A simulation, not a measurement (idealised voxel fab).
You're looking at the process module voxel fin reveal.
245 nm wide, 5 nm square cells: that's cross-section cut.
Cross-section spec: square-cell grid; bands listed top down; each band is one or more rows. Band: top height; bottom height; in nm. Then, left to right: material with width in nm, for each material. "full width": a single material spanning edge to edge. "blank": empty space. Below 0: as-received wafer, all one material; heights counted from there. Lowest band: no bottom, goes on down, written "0..down". With a width like "30->40", each row of cells in the band differs from the next by the same amount, the top row carrying the first number and the bottom row the second. "remains unaltered" -> step changed no cross-section cell. In the "Voids, enclosed" entry, you get each enclosed empty space of 8 cells or more, one with no open way to the top, written width x height at distance, distance from the left edge, in nm. The remark found on a step's line after its settings is issued by the simulator itself and pertains to that step. Each step line may optionally specify "overlay nm", which for a step with a mask gives the rightward distance between the mask's planned place and where it lay, a negative value indicating the leftward direction.
Process steps - plan
| 1 | RECEIVE,material Si |
| 2 | CONFORMAL_DEP,material SiN,thk nm 10 |
| 3 | MASKED_ETCH,tone cover,mask id FINS,width nm 15,pitch nm 40,etch materials SiN,depth nm 10,overlay nm 0 |
| 4 | MASKED_ETCH,tone cover,mask id FINS,width nm 15,pitch nm 40,etch materials Si,depth nm 35,overlay nm 0 |
| 5 | OXIDIZE,depth nm 5 |
| 6 | FILL_DEP,material SiO2,thk nm 15 |
| 7 | CMP,height nm 10 |
| 8 | SELECTIVE_ETCH,etch materials SiO2,depth nm 20 |
| 9 | STRIP,etch materials SiN |
| 10 | CONFORMAL_DEP,material HfO2,thk nm 5 |
So this is the incoming wafer in cross-section - it's already been through step 1
	0..down: Si full width
	Voids, enclosed: none
Final cross-section, module run with one mistake (start and plan as above)
	5..0: 55 nm blank / 20 nm HfO2 / 20 nm blank / 20 nm HfO2 / 20 nm blank / 20 nm HfO2 / 20 nm blank / 20 nm HfO2 / 50 nm blank
	0..-5: 55 nm blank / 5 nm HfO2 / 10 nm Si / 5 nm HfO2 / 20 nm blank / 5 nm HfO2 / 10 nm Si / 5 nm HfO2 / 20 nm blank / 5 nm HfO2 / 10 nm Si / 5 nm HfO2 / 20 nm blank / 5 nm HfO2 / 10 nm Si / 5 nm HfO2 / 50 nm blank
	-5..-10: 60 nm HfO2 / 10 nm Si / 30 nm HfO2 / 10 nm Si / 30 nm HfO2 / 10 nm Si / 30 nm HfO2 / 10 nm Si / 55 nm HfO2
	-10..-40: 60 nm SiO2 / 10 nm Si / 30 nm SiO2 / 10 nm Si / 30 nm SiO2 / 10 nm Si / 30 nm SiO2 / 10 nm Si / 55 nm SiO2
	-40..down: Si full width
	Voids, enclosed: none
What was the processing mistake? step 3 deviated from plan and actually ran as MASKED_ETCH,tone cover,mask id FINS,width nm 20,pitch nm 40,etch materials SiN,depth nm 10,overlay nm 0
